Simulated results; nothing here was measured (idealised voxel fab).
This is a process module. Its name is voxel wiring stack.
The figure presents cross-section cut, which has a width of 165 nm and is divided into square cells with an edge length of 5 nm.
In what follows, cross-sections appear as grids of square cells, described through bands that run from the top down, where every band is one or more rows of cells. Band: top height; bottom height; in nm. Then, left to right: material with width in nm, for each material. "all across": a single material spanning edge to edge. "empty": empty space. Heights from 0 (as-received wafer is one material below). Bottom band endless downward, as "0 -> down". Width spec "30 to 40" -> top row of cells at first value, bottom row at second value, equal per-row change in between. A step reported as "no modification" is a step in which no cell of the cross-section changed. Voids not open to the top, 8 cells minimum: see "Enclosed cavity list". Written width x height at distance; distance is from the left edge; nm. Where a step's line continues beyond its settings, the continuation is a remark by the simulator itself on that step. overlay nm: mask offset rightward from planned place, masked step; negative means leftward offset.

So here's the lineup of process steps we planned:
| 1 | op RECEIVE | material Si |
| 2 | op CONFORMAL_DEP | material SiO2 | thk nm 10 |
| 3 | op CONFORMAL_DEP | material SiCN | thk nm 5 |
| 4 | op DIRECTIONAL_DEP | material SiO2 | thk nm 25 |
| 5 | op DIRECTIONAL_DEP | material aC | thk nm 10 |
| 6 | op PATTERN | tone open | mask id METAL_1 | material resist | width nm 30 | pitch nm 45 | thk nm 25 | overlay nm 0 |
| 7 | op DIRECTIONAL_ETCH | etch materials aC | depth nm 10 |
| 8 | op STRIP | etch materials resist |
| 9 | op DIRECTIONAL_ETCH | etch materials SiO2 | depth nm 25 |
| 10 | op DIRECTIONAL_ETCH | etch materials SiCN | depth nm 5 |
| 11 | op STRIP | etch materials aC |
| 12 | op CONFORMAL_DEP | material TiN | thk nm 5 |
| 13 | op FILL_DEP | material W | thk nm 5 |
| 14 | op CMP | height nm 40 |
| 15 | op CONFORMAL_DEP | material SiCN | thk nm 5 |
| 16 | op DIRECTIONAL_DEP | material lowk | thk nm 15 |
| 17 | op DIRECTIONAL_DEP | material aC | thk nm 15 |
| 18 | op PATTERN | tone open | mask id PLUG_1 | material resist | width nm 15 | pitch nm 90 | thk nm 35 | overlay nm 0 |
| 19 | op DIRECTIONAL_ETCH | etch materials aC | depth nm 15 |
| 20 | op STRIP | etch materials resist |
| 21 | op DIRECTIONAL_ETCH | etch materials lowk | depth nm 15 |
| 22 | op DIRECTIONAL_ETCH | etch materials SiCN | depth nm 5 |
| 23 | op STRIP | etch materials aC |
| 24 | op EPI | material Ru | thk nm 10 |
| 25 | op EPI | material Ru | thk nm 10 |
| 26 | op DIRECTIONAL_DEP | material TiN | thk nm 5 |
| 27 | op DIRECTIONAL_DEP | material W | thk nm 25 |
| 28 | op MASKED_ETCH | tone cover | mask id METAL_2 | width nm 30 | pitch nm 45 | etch materials W | depth nm 25 | overlay nm 0 |
| 29 | op MASKED_ETCH | tone cover | mask id METAL_2 | width nm 30 | pitch nm 45 | etch materials TiN | depth nm 5 | overlay nm 0 |
| 30 | op CONFORMAL_DEP | material SiCN | thk nm 5 |
| 31 | op FILL_DEP | material SiO2 | thk nm 5 |
| 32 | op CMP | height nm 90 |
| 33 | op CONFORMAL_DEP | material SiCN | thk nm 5 |
| 34 | op DIRECTIONAL_DEP | material lowk | thk nm 25 |
| 35 | op DIRECTIONAL_DEP | material aC | thk nm 15 |
| 36 | op PATTERN | tone open | mask id METAL_3_HOLES | material resist | width nm 15 | pitch nm 45 | thk nm 35 | overlay nm 0 |
| 37 | op DIRECTIONAL_ETCH | etch materials aC | depth nm 15 |
| 38 | op STRIP | etch materials resist |
| 39 | op DIRECTIONAL_ETCH | etch materials lowk | depth nm 25 |
| 40 | op STRIP | etch materials aC |
| 41 | op PATTERN | tone open | mask id METAL_3 | material resist | width nm 30 | pitch nm 45 | thk nm 15 | overlay nm 0 |
| 42 | op DIRECTIONAL_ETCH | etch materials lowk | depth nm 15 |
| 43 | op DIRECTIONAL_ETCH | etch materials SiCN | depth nm 5 |
| 44 | op STRIP | etch materials resist |
| 45 | op CONFORMAL_DEP | material TiN | thk nm 5 |
| 46 | op FILL_DEP | material Cu | thk nm 5 |
| 47 | op CMP | height nm 120 |
| 48 | op CONFORMAL_DEP | material SiCN | thk nm 5 |

Shown in cross-section is the wafer as received, that is, as it stands after step 1:
    0 -> down  Si all across
    Enclosed cavity list: none

Look at the cross-section after the module: the wafer started out the way shown above and the plan was the one shown above, yet one mistake was made along the way:
    125 -> 120  SiCN all across
    120 -> 110  lowk 20 nm / TiN 5 nm / Cu 20 nm / TiN 5 nm / lowk 15 nm / TiN 5 nm / Cu 20 nm / TiN 5 nm / lowk 15 nm / TiN 5 nm / Cu 20 nm / TiN 5 nm / lowk 25 nm
    110 -> 105  lowk 20 nm / TiN 5 nm / Cu 5 nm / TiN 20 nm / lowk 15 nm / TiN 5 nm / Cu 5 nm / TiN 20 nm / lowk 15 nm / TiN 5 nm / Cu 5 nm / TiN 20 nm / lowk 25 nm
    105 -> 95  lowk 20 nm / TiN 5 nm / Cu 5 nm / TiN 5 nm / lowk 30 nm / TiN 5 nm / Cu 5 nm / TiN 5 nm / lowk 30 nm / TiN 5 nm / Cu 5 nm / TiN 5 nm / lowk 40 nm
    95 -> 90  SiCN 20 nm / TiN 15 nm / SiCN 30 nm / TiN 15 nm / SiCN 30 nm / TiN 15 nm / SiCN 40 nm
    90 -> 65  SiO2 15 nm / SiCN 5 nm / W 30 nm / SiCN 5 nm / SiO2 5 nm / SiCN 5 nm / W 30 nm / SiCN 5 nm / SiO2 5 nm / SiCN 5 nm / W 30 nm / SiCN 5 nm / SiO2 20 nm
    65 -> 60  SiCN 20 nm / TiN 30 nm / SiCN 15 nm / TiN 30 nm / SiCN 15 nm / TiN 30 nm / SiCN 25 nm
    60 -> 45  lowk 15 nm / Ru 15 nm / lowk 75 nm / Ru 15 nm / lowk 45 nm
    45 -> 40  SiCN 15 nm / Ru 15 nm / SiCN 75 nm / Ru 15 nm / SiCN 45 nm
    40 -> 15  SiO2 20 nm / TiN 5 nm / W 20 nm / TiN 5 nm / SiO2 15 nm / TiN 5 nm / W 20 nm / TiN 5 nm / SiO2 15 nm / TiN 5 nm / W 20 nm / TiN 5 nm / SiO2 25 nm
    15 -> 10  SiCN 20 nm / TiN 30 nm / SiCN 15 nm / TiN 30 nm / SiCN 15 nm / TiN 30 nm / SiCN 25 nm
    10 -> 0  SiO2 all across
    0 -> down  Si all across
    Enclosed cavity list: none
Which mistake was made when the wafer was run? not per plan at step 18, really ran op PATTERN | tone open | mask id PLUG_1 | material resist | width nm 15 | pitch nm 90 | thk nm 35 | overlay nm -5
